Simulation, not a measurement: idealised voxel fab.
The name of this process module is voxel self aligned contacts.
For reference, the cross-section in this document is cut, with width 150 nm and square cells of 5 nm.
We lay out every cross-section as a grid of square cells and spell it out in bands from the top down, where one band means one or more rows of cells. Top height, bottom height, nm. Materials left to right, width each, nm. Single material + "full width" = fills band edge to edge. "empty" = empty. Heights are reckoned from 0. Under this level, the received wafer is all of one material. The bottommost band is open-ended downward, for example "0 and below". Quick explanation for "30 to 40": the width changes in equal steps down the rows of cells, from the first number in the band's top row to the second number in its bottom row. Take "no change" at face value: in the step it is given for, the cross-section changed in none of its cells. So "Entrapped voids" is basically the list of trapped voids: any empty space of 8 cells or more that can't reach the top through an opening. They're written width x height at distance, the distance being from the left edge, and it's all nm. Anything after a step's settings on that line? It's the simulator's own note about the step. overlay nm: step with mask; distance mask lay right of planned place; negative value = left of planned place.
## The process steps that were planned are listed below
step 1: RECEIVE [material Si]
step 2: OXIDIZE [depth nm 5]
step 3: DIRECTIONAL_DEP [material polySi] [thk nm 30]
step 4: DIRECTIONAL_DEP [material SiN] [thk nm 20]
step 5: MASKED_ETCH [tone cover] [mask id GATE] [width nm 35] [pitch nm 70] [etch materials SiN] [depth nm 20] [overlay nm 0]
step 6: MASKED_ETCH [tone cover] [mask id GATE] [width nm 35] [pitch nm 70] [etch materials polySi] [depth nm 30] [overlay nm 0]
step 7: CONFORMAL_DEP [material SiN] [thk nm 5]
step 8: DIRECTIONAL_ETCH [etch materials SiN] [depth nm 5]
step 9: FILL_DEP [material SiO2] [thk nm 15]
step 10: CMP [height nm 60]
step 11: PATTERN [tone open] [mask id CONTACT] [material resist] [width nm 45] [thk nm 20] [overlay nm 0]
step 12: DIRECTIONAL_ETCH [etch materials SiO2] [depth nm 65]
step 13: STRIP [etch materials resist]
step 14: CONFORMAL_DEP [material TiN] [thk nm 5]
step 15: FILL_DEP [material Ru] [thk nm 10]
step 16: CMP [height nm 60]
step 17: CONFORMAL_DEP [material SiN] [thk nm 5]
## Here's what the wafer looked like in cross-section when it arrived - that's after step 1
  0 and below  Si full width
  Entrapped voids: none
## The cross-section shown corresponds to the wafer at the conclusion of the module. The initial structure and the process plan are those presented above; however, one mistake occurred in executing the plan
  65 down to 60  SiN full width
  60 down to 55  15 SiO2; 45 SiN; 5 TiN; 15 Ru; 5 TiN; 45 SiN; 20 SiO2
  55 down to 50  15 SiO2; 45 SiN; 25 TiN; 45 SiN; 20 SiO2
  50 down to 30  SiN full width
  30 down to 0  polySi full width
  0 down to -5  SiO2 full width
  -5 and below  Si full width
  Entrapped voids: none
Against the plan, the run slipped here: step 4 of the plan saw execution twice
